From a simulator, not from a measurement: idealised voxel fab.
Process module under the name voxel capacitor over wiring
The figure presents cross-section cut, which has a width of 255 nm and is divided into square cells with an edge length of 5 nm.
In this document a cross-section is written as a grid of square cells. It is given as a series of bands, listed from the top down, and a band is one or more rows of cells. Band: top and bottom heights (nm) first, top before bottom; then materials from left to right, widths in nm. "all across" marks a sole material filling the band edge to edge. "empty" denotes empty space. Where do heights start? At 0: under that level the wafer as delivered is made of one material only. And the lowest band has no floor; it just carries on downward, as in "from 0 down". Note: "30->40" means the width goes from the first number (top row of the band) to the second number (bottom row) in equal steps per row of cells. "nothing was modified" -> step changed no cross-section cell. Closed-off voids of 8+ cells (no open route to the top) go in "Cavities, closed", written width x height at distance from the left edge, in nm. Post-settings text on a step line: simulator's own remark regarding the step. overlay nm: mask offset rightward from planned place, masked step; negative means leftward offset.
Process steps (planned):
step 1: RECEIVE | material Si
step 2: CONFORMAL_DEP | material SiO2 | thk nm 15
step 3: DIRECTIONAL_DEP | material TiN | thk nm 5
step 4: DIRECTIONAL_DEP | material Ru | thk nm 25
step 5: MASKED_ETCH | tone cover | mask id METAL_1 | width nm 20 | pitch nm 85 | etch materials Ru | depth nm 25 | overlay nm 0
step 6: MASKED_ETCH | tone cover | mask id METAL_1 | width nm 20 | pitch nm 85 | etch materials TiN | depth nm 5 | overlay nm 0
step 7: FILL_DEP | material SiO2 | thk nm 10
step 8: CMP | height nm 45
step 9: CONFORMAL_DEP | material SiCN | thk nm 5
step 10: DIRECTIONAL_DEP | material SiO2 | thk nm 20
step 11: DIRECTIONAL_DEP | material aC | thk nm 10
step 12: PATTERN | tone open | mask id PLUG_1 | material resist | width nm 15 | thk nm 30 | overlay nm 0
step 13: DIRECTIONAL_ETCH | etch materials aC | depth nm 10
step 14: STRIP | etch materials resist
step 15: DIRECTIONAL_ETCH | etch materials SiO2 | depth nm 20
step 16: DIRECTIONAL_ETCH | etch materials SiCN | depth nm 5
step 17: STRIP | etch materials aC
step 18: EPI | material Ru | thk nm 10
step 19: EPI | material Ru | thk nm 10
step 20: EPI | material Ru | thk nm 5
step 21: DIRECTIONAL_DEP | material TiN | thk nm 5
step 22: DIRECTIONAL_DEP | material HfO2 | thk nm 5
step 23: DIRECTIONAL_DEP | material TiN | thk nm 5
step 24: MASKED_ETCH | tone cover | mask id UPPER_PLATE | width nm 70 | etch materials TiN | depth nm 5 | overlay nm 0
step 25: MASKED_ETCH | tone cover | mask id UPPER_PLATE | width nm 70 | etch materials HfO2 | depth nm 5 | overlay nm 0
step 26: MASKED_ETCH | tone cover | mask id LOWER_PLATE | width nm 80 | etch materials TiN | depth nm 5 | overlay nm 0
step 27: FILL_DEP | material SiO2 | thk nm 15
step 28: CMP | height nm 95
step 29: PATTERN | tone open | mask id PLUG_2 | material resist | width nm 15 | thk nm 15 | overlay nm 0
step 30: DIRECTIONAL_ETCH | etch materials SiO2 | depth nm 10
step 31: STRIP | etch materials resist
step 32: CONFORMAL_DEP | material TiN | thk nm 5
step 33: FILL_DEP | material Ru | thk nm 10
step 34: CMP | height nm 95
step 35: CONFORMAL_DEP | material SiCN | thk nm 5
Shown in cross-section is the wafer as received, that is, as it stands after step 1:
  from 0 down: Si all across
  Cavities, closed: none
Looking at the first of two wafers in cross-section at end of module - ran to plan:
  from 100 to 95: SiCN all across
  from 95 to 90: 90 nm SiO2, then 5 nm TiN, then 5 nm Ru, then 5 nm TiN, then 150 nm SiO2
  from 90 to 80: 90->80 nm SiO2, then 15->70 nm TiN, then 150->105 nm SiO2
  from 80 to 75: 80 nm SiO2, then 70 nm HfO2, then 105 nm SiO2
  from 75 to 70: 75 nm SiO2, then 80 nm TiN, then 100 nm SiO2
  from 70 to 50: 80 nm SiO2, then 15 nm Ru, then 160 nm SiO2
  from 50 to 45: 80 nm SiCN, then 15 nm Ru, then 160 nm SiCN
  from 45 to 20: 75 nm SiO2, then 20 nm Ru, then 65 nm SiO2, then 20 nm Ru, then 75 nm SiO2
  from 20 to 15: 75 nm SiO2, then 20 nm TiN, then 65 nm SiO2, then 20 nm TiN, then 75 nm SiO2
  from 15 to 0: SiO2 all across
  from 0 down: Si all across
  Cavities, closed: none
Second wafer cross-section at end of module - shared start and plan with the first, one mistake in the run:
  from 100 to 95: SiCN all across
  from 95 to 90: 100 nm SiO2, then 5 nm TiN, then 5 nm Ru, then 5 nm TiN, then 140 nm SiO2
  from 90 to 80: 100->80 nm SiO2, then 15->70 nm TiN, then 140->105 nm SiO2
  from 80 to 75: 80 nm SiO2, then 70 nm HfO2, then 105 nm SiO2
  from 75 to 70: 75 nm SiO2, then 80 nm TiN, then 100 nm SiO2
  from 70 to 50: 80 nm SiO2, then 15 nm Ru, then 160 nm SiO2
  from 50 to 45: 80 nm SiCN, then 15 nm Ru, then 160 nm SiCN
  from 45 to 20: 75 nm SiO2, then 20 nm Ru, then 65 nm SiO2, then 20 nm Ru, then 75 nm SiO2
  from 20 to 15: 75 nm SiO2, then 20 nm TiN, then 65 nm SiO2, then 20 nm TiN, then 75 nm SiO2
  from 15 to 0: SiO2 all across
  from 0 down: Si all across
  Cavities, closed: none
What broke from the plan during processing? step 29 deviated from plan and actually ran as PATTERN | tone open | mask id PLUG_2 | material resist | width nm 15 | thk nm 15 | overlay nm 10
The two final wafers agree on how many cells each material fills and disagree on which cells those are.
